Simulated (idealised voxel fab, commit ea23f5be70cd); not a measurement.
You're looking at the process module voxel ribs on slabs.
We display cut, a cross-section 285 nm in width whose square cells are each 5 nm.
Notation: cross-section as square-cell grid; stated in bands, top first, going down; one or more cell rows per band. For a band, the entry starts with two heights in nm, that of the top and then that of the bottom, and carries on with the band's materials in order from left to right, each alongside its width in nm; the word "edge to edge" beside a single material means it fills the band edge to edge, and "empty" means empty space. A quick word on heights: they are counted from 0, and under that level the wafer as it came to us is one material throughout. The lowest band is different from the rest in having no bottom; it simply continues downward, written as in "0 and below". A width given as "30->40" starts at the first number in the band's top row and ends at the second number in its bottom row, shifting by an equal amount at every step from row to row. You'll sometimes find "identical to before" written for a step, and that's the way of saying that nowhere in the cross-section did a cell change during that step. In "Cavities, sealed" the enclosed voids are listed, meaning empty spaces of 8 cells or larger without any opening to the top. The form is width x height at distance, distance from the left edge, units nm. Post-settings text on a step line: simulator's own remark regarding the step. Among the settings permitted on a step's line is "overlay nm"; applied to a step with a mask, it specifies the extent to which the mask lay to the right of its planned position, whereas a negative figure signifies a position to the left.
## Steps in the process plan
1) RECEIVE: material Si
2) DIRECTIONAL_DEP: material SiO2, thk nm 30
3) DIRECTIONAL_DEP: material SiN, thk nm 25
4) DIRECTIONAL_DEP: material aC, thk nm 10
5) PATTERN: tone cover, mask id RIB, material resist, width nm 30, thk nm 25, overlay nm 0
6) DIRECTIONAL_ETCH: etch materials aC, depth nm 10
7) STRIP: etch materials resist
8) DIRECTIONAL_ETCH: etch materials SiN, depth nm 5
9) STRIP: etch materials aC
10) MASKED_ETCH: tone cover, mask id SLAB, width nm 60, etch materials SiN, depth nm 20, overlay nm 0
11) FILL_DEP: material SiO2, thk nm 25
12) CMP: height nm 70
13) DIRECTIONAL_DEP: material TiN, thk nm 10
14) PATTERN: tone cover, mask id HEATER, material resist, width nm 40, thk nm 20, overlay nm 0
15) DIRECTIONAL_ETCH: etch materials TiN, depth nm 10
16) STRIP: etch materials resist
17) CONFORMAL_DEP: material SiN, thk nm 5
## Received-state cross-section, reflecting completion of step 1
    0 and below = Si edge to edge
    Cavities, sealed: none
## Below is the wafer in cross-section after the module was completed. It began from the starting point shown above and followed the plan shown above, except that one mistake was made while running it
    80 down to 70 = 120 of empty; 40 of TiN; 125 of empty
    70 down to 55 = SiO2 edge to edge
    55 down to 50 = 125 of SiO2; 30 of SiN; 130 of SiO2
    50 down to 30 = 110 of SiO2; 60 of SiN; 115 of SiO2
    30 down to 0 = SiO2 edge to edge
    0 and below = Si edge to edge
    Cavities, sealed: none
Error vs. plan: heads up, step 17 of the plan was skipped and never actually ran
